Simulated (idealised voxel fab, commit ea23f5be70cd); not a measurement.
You're looking at the process module voxel ribs on slabs.
Shown is cross-section cut, with a width of 290 nm and square cells of size 5 nm.
Heads up, the way a cross-section reads in here is a grid of square cells, handed over as bands from the top down, with every band being one or more rows of cells.
First you get the band's top height and its bottom height, in nm, and then the materials it's made of, left to right, with each width in nm. If you see a single material with "all across", that one covers the band edge to edge. "empty" is empty space.
Height 0 is the level under which the wafer as received is all one material. The lowest band goes on downwards, as in "0 nm and below".
Top row gets the first number, bottom row gets the second, and each row in between changes by the same step: that is how a band width like "30->40" works.
When a step is marked "nothing altered", none of the cells in the cross-section changed during that step.
Trapped void list: empty space of 8 cells or more with no open way to the top, each as width x height at its distance from the left edge, in nm
What comes after the settings on a step's line is commentary from the simulator itself on that step.
The "overlay nm" setting may appear on a step's line; for a step that uses a mask, it gives how far to the right of its planned position the mask lay, and a negative value indicates the left.

**The planned process steps are enumerated hereunder**
1: op RECEIVE | material Si
2: op DIRECTIONAL_DEP | material SiO2 | thk nm 25
3: op DIRECTIONAL_DEP | material SiN | thk nm 20
4: op DIRECTIONAL_DEP | material aC | thk nm 10
5: op PATTERN | tone cover | mask id RIB | material resist | width nm 30 | thk nm 30 | overlay nm 0
6: op DIRECTIONAL_ETCH | etch materials aC | depth nm 10
7: op STRIP | etch materials resist
8: op DIRECTIONAL_ETCH | etch materials SiN | depth nm 5
9: op STRIP | etch materials aC
10: op PATTERN | tone cover | mask id SLAB | material resist | width nm 90 | thk nm 15 | overlay nm 0
11: op DIRECTIONAL_ETCH | etch materials SiN | depth nm 15
12: op STRIP | etch materials resist
13: op FILL_DEP | material SiO2 | thk nm 20
14: op CMP | height nm 60
15: op DIRECTIONAL_DEP | material TiN | thk nm 10
16: op DIRECTIONAL_DEP | material aC | thk nm 10
17: op PATTERN | tone cover | mask id HEATER | material resist | width nm 40 | thk nm 25 | overlay nm 0
18: op DIRECTIONAL_ETCH | etch materials aC | depth nm 10
19: op STRIP | etch materials resist
20: op DIRECTIONAL_ETCH | etch materials TiN | depth nm 10
21: op STRIP | etch materials aC
22: op CONFORMAL_DEP | material SiN | thk nm 5

**Cross-section, incoming material, after step 1**
- 0 nm and below = Si all across
- Trapped void list: none

**Wafer at module end, in section. Began as above, planned as above, run with one mistake**
- 75 nm to 70 nm = empty 120 / SiN 50 / empty 120
- 70 nm to 65 nm = empty 120 / SiN 5 / TiN 40 / SiN 5 / empty 120
- 65 nm to 60 nm = SiN 125 / TiN 40 / SiN 125
- 60 nm to 45 nm = SiO2 100 / SiN 90 / SiO2 100
- 45 nm to 25 nm = SiN all across
- 25 nm to 0 nm = SiO2 all across
- 0 nm and below = Si all across
- Trapped void list: none
What was done differently from what was planned? twice, step 3 of the plan was run
